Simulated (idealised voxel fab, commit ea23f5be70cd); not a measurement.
The following is a process module called voxel ribs on slabs.
Each square cell in cross-section cut measures 5 nm, and the section as a whole is 190 nm wide.
Format of a cross-section: grid, square cells. Given as bands. Order: top down. Band: one or more rows of cells. For a band, the entry starts with two heights in nm, that of the top and then that of the bottom, and carries on with the band's materials in order from left to right, each alongside its width in nm; the word "throughout" beside a single material means it fills the band edge to edge, and "empty" means empty space. Where do heights start? At 0: under that level the wafer as delivered is made of one material only. And the lowest band has no floor; it just carries on downward, as in "top 0, no bottom". A width given as "30..40" starts at the first number in the band's top row and ends at the second number in its bottom row, shifting by an equal amount at every step from row to row. The designation "identical to before", where it is given for a processing step, indicates that no cell of the cross-section was altered in the course of that step. Voids not open to the top, 8 cells minimum: see "Closed cavity list". Written width x height at distance; distance is from the left edge; nm. Whatever follows a step's settings on its line is a remark the simulator itself makes about that step. If you see "overlay nm" on a step's line and that step has a mask, it's telling you how far right of where it was planned the mask ended up; a negative number means it went left instead.
[So here's the lineup of process steps we planned]
- 1: RECEIVE | material Si
- 2: DIRECTIONAL_DEP | material SiO2 | thk nm 30
- 3: DIRECTIONAL_DEP | material SiN | thk nm 25
- 4: MASKED_ETCH | tone cover | mask id RIB | width nm 20 | etch materials SiN | depth nm 20 | overlay nm 0
- 5: PATTERN | tone cover | mask id SLAB | material resist | width nm 60 | thk nm 20 | overlay nm 0
- 6: DIRECTIONAL_ETCH | etch materials SiN | depth nm 5
- 7: STRIP | etch materials resist
- 8: FILL_DEP | material SiO2 | thk nm 15
- 9: CMP | height nm 65
- 10: DIRECTIONAL_DEP | material TiN | thk nm 5
- 11: DIRECTIONAL_DEP | material aC | thk nm 10
- 12: PATTERN | tone cover | mask id HEATER | material resist | width nm 30 | thk nm 25 | overlay nm -15
- 13: DIRECTIONAL_ETCH | etch materials aC | depth nm 10
- 14: STRIP | etch materials resist
- 15: DIRECTIONAL_ETCH | etch materials TiN | depth nm 5
- 16: STRIP | etch materials aC
- 17: CONFORMAL_DEP | material SiO2 | thk nm 5
Wafer-to-wafer difference: overlay nm, step 12. Common start. Plan = first wafer's value.
[The as-received cross-section of the first of several wafers corresponds to the state after step 1]
* top 0, no bottom  Si throughout
* Closed cavity list: none
[The following table contains a row per wafer, in which are reported, at the conclusion of the module, the cells of each material gained (+) or lost (-) since the wafer's receipt, with its closed voids given thereafter]
overlay nm -15 | +28 SiN | +506 SiO2 | +6 TiN | Closed cavity list: none
overlay nm -10 | +28 SiN | +506 SiO2 | +6 TiN | Closed cavity list: none
overlay nm -5 | +28 SiN | +506 SiO2 | +6 TiN | Closed cavity list: none
overlay nm 0 | +28 SiN | +506 SiO2 | +6 TiN | Closed cavity list: none
overlay nm 5 | +28 SiN | +506 SiO2 | +6 TiN | Closed cavity list: none
overlay nm 10 | +28 SiN | +506 SiO2 | +6 TiN | Closed cavity list: none
overlay nm 15 | +28 SiN | +506 SiO2 | +6 TiN | Closed cavity list: none
